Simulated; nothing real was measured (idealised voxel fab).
process module | voxel capacitor over wiring
cross-section cut | 220 nm wide | cells 5 nm
A cross-section is a grid of square cells, given in bands from the top down. A band is one or more rows of cells.
Each band's line starts with the height of the band's top and of its bottom, in nm. Then come its materials from left to right, each with its width in nm. One material with "throughout" fills the band from edge to edge. "air" is empty space.
Height 0 is the level under which the wafer as received is all one material. The lowest band goes on downwards, as in "0 down".
A width such as "30 to 40" changes by the same amount from each row of cells to the next, from the band's top row to its bottom row.
"no change" after a step means that no cell of the cross-section changed.
closed voids: empty space of 8 cells or more with no open way to the top, each as width x height at its distance from the left edge, in nm
after a step's settings: what the simulator itself notes on the step
overlay nm, on a step with a mask: how far to the right of its planned place the mask lay; to the left if negative
plan
1 op RECEIVE | material Si
2 op CONFORMAL_DEP | material SiO2 | thk nm 15
3 op DIRECTIONAL_DEP | material TiN | thk nm 5
4 op DIRECTIONAL_DEP | material W | thk nm 20
5 op DIRECTIONAL_DEP | material aC | thk nm 10
6 op PATTERN | tone cover | mask id METAL_1 | material resist | width nm 20 | pitch nm 70 | thk nm 30 | overlay nm 0
7 op DIRECTIONAL_ETCH | etch materials aC | depth nm 10
8 op STRIP | etch materials resist
9 op DIRECTIONAL_ETCH | etch materials W | depth nm 20
10 op DIRECTIONAL_ETCH | etch materials TiN | depth nm 5
11 op STRIP | etch materials aC
12 op CONFORMAL_DEP | material SiCN | thk nm 5
13 op FILL_DEP | material lowk | thk nm 5
14 op CMP | height nm 40
15 op CONFORMAL_DEP | material SiCN | thk nm 5
16 op DIRECTIONAL_DEP | material lowk | thk nm 20
17 op PATTERN | tone open | mask id PLUG_1 | material resist | width nm 15 | thk nm 20 | overlay nm 0
18 op DIRECTIONAL_ETCH | etch materials lowk | depth nm 20
19 op DIRECTIONAL_ETCH | etch materials SiCN | depth nm 5
20 op STRIP | etch materials resist
21 op CONFORMAL_DEP | material TiN | thk nm 5
22 op FILL_DEP | material Ru | thk nm 5
23 op CMP | height nm 65
24 op DIRECTIONAL_DEP | material TiN | thk nm 10
25 op DIRECTIONAL_DEP | material HfO2 | thk nm 5
26 op DIRECTIONAL_DEP | material TiN | thk nm 10
27 op PATTERN | tone cover | mask id UPPER_PLATE | material resist | width nm 55 | thk nm 15 | overlay nm 0
28 op DIRECTIONAL_ETCH | etch materials TiN | depth nm 10
29 op DIRECTIONAL_ETCH | etch materials HfO2 | depth nm 5
30 op STRIP | etch materials resist
31 op PATTERN | tone cover | mask id LOWER_PLATE | material resist | width nm 65 | thk nm 15 | overlay nm 0
32 op DIRECTIONAL_ETCH | etch materials TiN | depth nm 10
33 op STRIP | etch materials resist
34 op FILL_DEP | material SiO2 | thk nm 15
35 op CMP | height nm 100
36 op DIRECTIONAL_DEP | material aC | thk nm 15
37 op PATTERN | tone open | mask id PLUG_2 | material resist | width nm 15 | thk nm 30 | overlay nm 0
38 op DIRECTIONAL_ETCH | etch materials aC | depth nm 15
39 op STRIP | etch materials resist
40 op DIRECTIONAL_ETCH | etch materials SiO2 | depth nm 10
41 op STRIP | etch materials aC
42 op CONFORMAL_DEP | material TiN | thk nm 5
43 op FILL_DEP | material Cu | thk nm 10
44 op CMP | height nm 100
45 op CONFORMAL_DEP | material SiN | thk nm 5
first wafer, as planned
as received, after step 1
  0 down: Si throughout
  closed voids: none
after step 2
  15 to 0: SiO2 throughout
  below 0: unchanged
after step 3
  20 to 15: TiN throughout
  below 15: unchanged
after step 4
  40 to 20: W throughout
  below 20: unchanged
after step 5
  50 to 40: aC throughout
  below 40: unchanged
after step 6
  80 to 50: air 65 | resist 20 | air 50 | resist 20 | air 65
  below 50: unchanged
after step 7
  70 to 50: air 65 | resist 20 | air 50 | resist 20 | air 65
  50 to 40: air 65 | aC 20 | air 50 | aC 20 | air 65
  below 40: unchanged
after step 8
  50 to 40: air 65 | aC 20 | air 50 | aC 20 | air 65
  below 40: unchanged
after step 9
  50 to 40: air 65 | aC 20 | air 50 | aC 20 | air 65
  40 to 20: air 65 | W 20 | air 50 | W 20 | air 65
  below 20: unchanged
after step 10
  50 to 40: air 65 | aC 20 | air 50 | aC 20 | air 65
  40 to 20: air 65 | W 20 | air 50 | W 20 | air 65
  20 to 15: air 65 | TiN 20 | air 50 | TiN 20 | air 65
  below 15: unchanged
after step 11
  40 to 20: air 65 | W 20 | air 50 | W 20 | air 65
  below 20: unchanged
after step 12
  45 to 40: air 60 | SiCN 30 | air 40 | SiCN 30 | air 60
  40 to 20: air 60 | SiCN 5 | W 20 | SiCN 5 | air 40 | SiCN 5 | W 20 | SiCN 5 | air 60
  20 to 15: SiCN 65 | TiN 20 | SiCN 50 | TiN 20 | SiCN 65
  below 15: unchanged
after step 13
  50 to 45: lowk throughout
  45 to 40: lowk 60 | SiCN 30 | lowk 40 | SiCN 30 | lowk 60
  40 to 20: lowk 60 | SiCN 5 | W 20 | SiCN 5 | lowk 40 | SiCN 5 | W 20 | SiCN 5 | lowk 60
  below 20: unchanged
after step 14
  40 to 20: lowk 60 | SiCN 5 | W 20 | SiCN 5 | lowk 40 | SiCN 5 | W 20 | SiCN 5 | lowk 60
  below 20: unchanged
after step 15
  45 to 40: SiCN throughout
  below 40: unchanged
after step 16
  65 to 45: lowk throughout
  below 45: unchanged
after step 17
  85 to 65: resist 70 | air 15 | resist 135
  below 65: unchanged
after step 18
  85 to 65: resist 70 | air 15 | resist 135
  65 to 45: lowk 70 | air 15 | lowk 135
  below 45: unchanged
after step 19
  85 to 65: resist 70 | air 15 | resist 135
  65 to 45: lowk 70 | air 15 | lowk 135
  45 to 40: SiCN 70 | air 15 | SiCN 135
  below 40: unchanged
after step 20
  65 to 45: lowk 70 | air 15 | lowk 135
  below 45: unchanged
after step 21
  70 to 65: TiN 75 | air 5 | TiN 140
  65 to 45: lowk 70 | TiN 5 | air 5 | TiN 5 | lowk 135
  45 to 40: SiCN 70 | TiN 15 | SiCN 135
  below 40: unchanged
after step 22
  75 to 70: Ru throughout
  70 to 65: TiN 75 | Ru 5 | TiN 140
  65 to 45: lowk 70 | TiN 5 | Ru 5 | TiN 5 | lowk 135
  below 45: unchanged
after step 23
  65 to 45: lowk 70 | TiN 5 | Ru 5 | TiN 5 | lowk 135
  below 45: unchanged
after step 24
  75 to 65: TiN throughout
  below 65: unchanged
after step 25
  80 to 75: HfO2 throughout
  below 75: unchanged
after step 26
  90 to 80: TiN throughout
  below 80: unchanged
after step 27
  105 to 90: air 70 | resist 55 | air 95
  below 90: unchanged
after step 28
  105 to 90: air 70 | resist 55 | air 95
  90 to 80: air 70 | TiN 55 | air 95
  below 80: unchanged
after step 29
  105 to 90: air 70 | resist 55 | air 95
  90 to 80: air 70 | TiN 55 | air 95
  80 to 75: air 70 | HfO2 55 | air 95
  below 75: unchanged
after step 30
  90 to 80: air 70 | TiN 55 | air 95
  below 80: unchanged
after step 31
  105 to 90: air 65 | resist 65 | air 90
  90 to 80: air 65 | resist 5 | TiN 55 | resist 5 | air 90
  80 to 75: air 65 | resist 5 | HfO2 55 | resist 5 | air 90
  below 75: unchanged
after step 32
  105 to 90: air 65 | resist 65 | air 90
  90 to 80: air 65 | resist 5 | TiN 55 | resist 5 | air 90
  80 to 75: air 65 | resist 5 | HfO2 55 | resist 5 | air 90
  75 to 65: air 65 | TiN 65 | air 90
  below 65: unchanged
after step 33
  90 to 80: air 70 | TiN 55 | air 95
  80 to 75: air 70 | HfO2 55 | air 95
  below 75: unchanged
after step 34
  105 to 90: SiO2 throughout
  90 to 80: SiO2 70 | TiN 55 | SiO2 95
  80 to 75: SiO2 70 | HfO2 55 | SiO2 95
  75 to 65: SiO2 65 | TiN 65 | SiO2 90
  below 65: unchanged
after step 35
  100 to 90: SiO2 throughout
  below 90: unchanged
after step 36
  115 to 100: aC throughout
  below 100: unchanged
after step 37
  145 to 115: resist 80 | air 15 | resist 125
  below 115: unchanged
after step 38
  130 to 115: resist 80 | air 15 | resist 125
  115 to 100: aC 80 | air 15 | aC 125
  below 100: unchanged
after step 39
  115 to 100: aC 80 | air 15 | aC 125
  below 100: unchanged
after step 40
  115 to 100: aC 80 | air 15 | aC 125
  100 to 90: SiO2 80 | air 15 | SiO2 125
  below 90: unchanged
after step 41
  100 to 90: SiO2 80 | air 15 | SiO2 125
  below 90: unchanged
after step 42
  105 to 100: TiN 85 | air 5 | TiN 130
  100 to 95: SiO2 80 | TiN 5 | air 5 | TiN 5 | SiO2 125
  95 to 90: SiO2 80 | TiN 15 | SiO2 125
  below 90: unchanged
after step 43
  115 to 105: Cu throughout
  105 to 100: TiN 85 | Cu 5 | TiN 130
  100 to 95: SiO2 80 | TiN 5 | Cu 5 | TiN 5 | SiO2 125
  below 95: unchanged
after step 44
  100 to 95: SiO2 80 | TiN 5 | Cu 5 | TiN 5 | SiO2 125
  below 95: unchanged
after step 45
  105 to 100: SiN throughout
  below 100: unchanged
second wafer: like start, like plan, one mistake. Through step 1 it matches the first wafer
when step 2 should have ended
  30 to 0: SiO2 throughout
  below 0: unchanged
when step 3 should have ended
  35 to 30: TiN throughout
  below 30: unchanged
when step 4 should have ended
  55 to 35: W throughout
  below 35: unchanged
when step 5 should have ended
  65 to 55: aC throughout
  below 55: unchanged
when step 6 should have ended
  95 to 65: air 65 | resist 20 | air 50 | resist 20 | air 65
  below 65: unchanged
when step 7 should have ended
  85 to 65: air 65 | resist 20 | air 50 | resist 20 | air 65
  65 to 55: air 65 | aC 20 | air 50 | aC 20 | air 65
  below 55: unchanged
when step 8 should have ended
  65 to 55: air 65 | aC 20 | air 50 | aC 20 | air 65
  below 55: unchanged
when step 9 should have ended
  65 to 55: air 65 | aC 20 | air 50 | aC 20 | air 65
  55 to 35: air 65 | W 20 | air 50 | W 20 | air 65
  below 35: unchanged
when step 10 should have ended
  65 to 55: air 65 | aC 20 | air 50 | aC 20 | air 65
  55 to 35: air 65 | W 20 | air 50 | W 20 | air 65
  35 to 30: air 65 | TiN 20 | air 50 | TiN 20 | air 65
  below 30: unchanged
when step 11 should have ended
  55 to 35: air 65 | W 20 | air 50 | W 20 | air 65
  below 35: unchanged
when step 12 should have ended
  60 to 55: air 60 | SiCN 30 | air 40 | SiCN 30 | air 60
  55 to 35: air 60 | SiCN 5 | W 20 | SiCN 5 | air 40 | SiCN 5 | W 20 | SiCN 5 | air 60
  35 to 30: SiCN 65 | TiN 20 | SiCN 50 | TiN 20 | SiCN 65
  below 30: unchanged
when step 13 should have ended
  65 to 60: lowk throughout
  60 to 55: lowk 60 | SiCN 30 | lowk 40 | SiCN 30 | lowk 60
  55 to 35: lowk 60 | SiCN 5 | W 20 | SiCN 5 | lowk 40 | SiCN 5 | W 20 | SiCN 5 | lowk 60
  below 35: unchanged
when step 14 should have ended
  40 to 35: lowk 60 | SiCN 5 | W 20 | SiCN 5 | lowk 40 | SiCN 5 | W 20 | SiCN 5 | lowk 60
  below 35: unchanged
when step 15 should have ended
  45 to 40: SiCN throughout
  below 40: unchanged
when step 16 should have ended
  65 to 45: lowk throughout
  below 45: unchanged
when step 17 should have ended
  85 to 65: resist 70 | air 15 | resist 135
  below 65: unchanged
when step 18 should have ended
  85 to 65: resist 70 | air 15 | resist 135
  65 to 45: lowk 70 | air 15 | lowk 135
  below 45: unchanged
when step 19 should have ended
  85 to 65: resist 70 | air 15 | resist 135
  65 to 45: lowk 70 | air 15 | lowk 135
  45 to 40: SiCN 70 | air 15 | SiCN 135
  below 40: unchanged
when step 20 should have ended
  65 to 45: lowk 70 | air 15 | lowk 135
  below 45: unchanged
when step 21 should have ended
  70 to 65: TiN 75 | air 5 | TiN 140
  65 to 45: lowk 70 | TiN 5 | air 5 | TiN 5 | lowk 135
  45 to 40: SiCN 70 | TiN 15 | SiCN 135
  below 40: unchanged
when step 22 should have ended
  75 to 70: Ru throughout
  70 to 65: TiN 75 | Ru 5 | TiN 140
  65 to 45: lowk 70 | TiN 5 | Ru 5 | TiN 5 | lowk 135
  below 45: unchanged
when step 23 should have ended
  65 to 45: lowk 70 | TiN 5 | Ru 5 | TiN 5 | lowk 135
  below 45: unchanged
when step 24 should have ended
  75 to 65: TiN throughout
  below 65: unchanged
when step 25 should have ended
  80 to 75: HfO2 throughout
  below 75: unchanged
when step 26 should have ended
  90 to 80: TiN throughout
  below 80: unchanged
when step 27 should have ended
  105 to 90: air 70 | resist 55 | air 95
  below 90: unchanged
when step 28 should have ended
  105 to 90: air 70 | resist 55 | air 95
  90 to 80: air 70 | TiN 55 | air 95
  below 80: unchanged
when step 29 should have ended
  105 to 90: air 70 | resist 55 | air 95
  90 to 80: air 70 | TiN 55 | air 95
  80 to 75: air 70 | HfO2 55 | air 95
  below 75: unchanged
when step 30 should have ended
  90 to 80: air 70 | TiN 55 | air 95
  below 80: unchanged
when step 31 should have ended
  105 to 90: air 65 | resist 65 | air 90
  90 to 80: air 65 | resist 5 | TiN 55 | resist 5 | air 90
  80 to 75: air 65 | resist 5 | HfO2 55 | resist 5 | air 90
  below 75: unchanged
when step 32 should have ended
  105 to 90: air 65 | resist 65 | air 90
  90 to 80: air 65 | resist 5 | TiN 55 | resist 5 | air 90
  80 to 75: air 65 | resist 5 | HfO2 55 | resist 5 | air 90
  75 to 65: air 65 | TiN 65 | air 90
  below 65: unchanged
when step 33 should have ended
  90 to 80: air 70 | TiN 55 | air 95
  80 to 75: air 70 | HfO2 55 | air 95
  below 75: unchanged
when step 34 should have ended
  105 to 90: SiO2 throughout
  90 to 80: SiO2 70 | TiN 55 | SiO2 95
  80 to 75: SiO2 70 | HfO2 55 | SiO2 95
  75 to 65: SiO2 65 | TiN 65 | SiO2 90
  below 65: unchanged
when step 35 should have ended
  100 to 90: SiO2 throughout
  below 90: unchanged
when step 36 should have ended
  115 to 100: aC throughout
  below 100: unchanged
when step 37 should have ended
  145 to 115: resist 80 | air 15 | resist 125
  below 115: unchanged
when step 38 should have ended
  130 to 115: resist 80 | air 15 | resist 125
  115 to 100: aC 80 | air 15 | aC 125
  below 100: unchanged
when step 39 should have ended
  115 to 100: aC 80 | air 15 | aC 125
  below 100: unchanged
when step 40 should have ended
  115 to 100: aC 80 | air 15 | aC 125
  100 to 90: SiO2 80 | air 15 | SiO2 125
  below 90: unchanged
when step 41 should have ended
  100 to 90: SiO2 80 | air 15 | SiO2 125
  below 90: unchanged
when step 42 should have ended
  105 to 100: TiN 85 | air 5 | TiN 130
  100 to 95: SiO2 80 | TiN 5 | air 5 | TiN 5 | SiO2 125
  95 to 90: SiO2 80 | TiN 15 | SiO2 125
  below 90: unchanged
when step 43 should have ended
  115 to 105: Cu throughout
  105 to 100: TiN 85 | Cu 5 | TiN 130
  100 to 95: SiO2 80 | TiN 5 | Cu 5 | TiN 5 | SiO2 125
  below 95: unchanged
when step 44 should have ended
  100 to 95: SiO2 80 | TiN 5 | Cu 5 | TiN 5 | SiO2 125
  below 95: unchanged
when step 45 should have ended
  105 to 100: SiN throughout
  below 100: unchanged
what went wrong: step 2 was run twice
at the end the second wafer has, in cells: 12 fewer of SiCN | 132 more of SiO2 | 24 fewer of W | 96 fewer of lowk
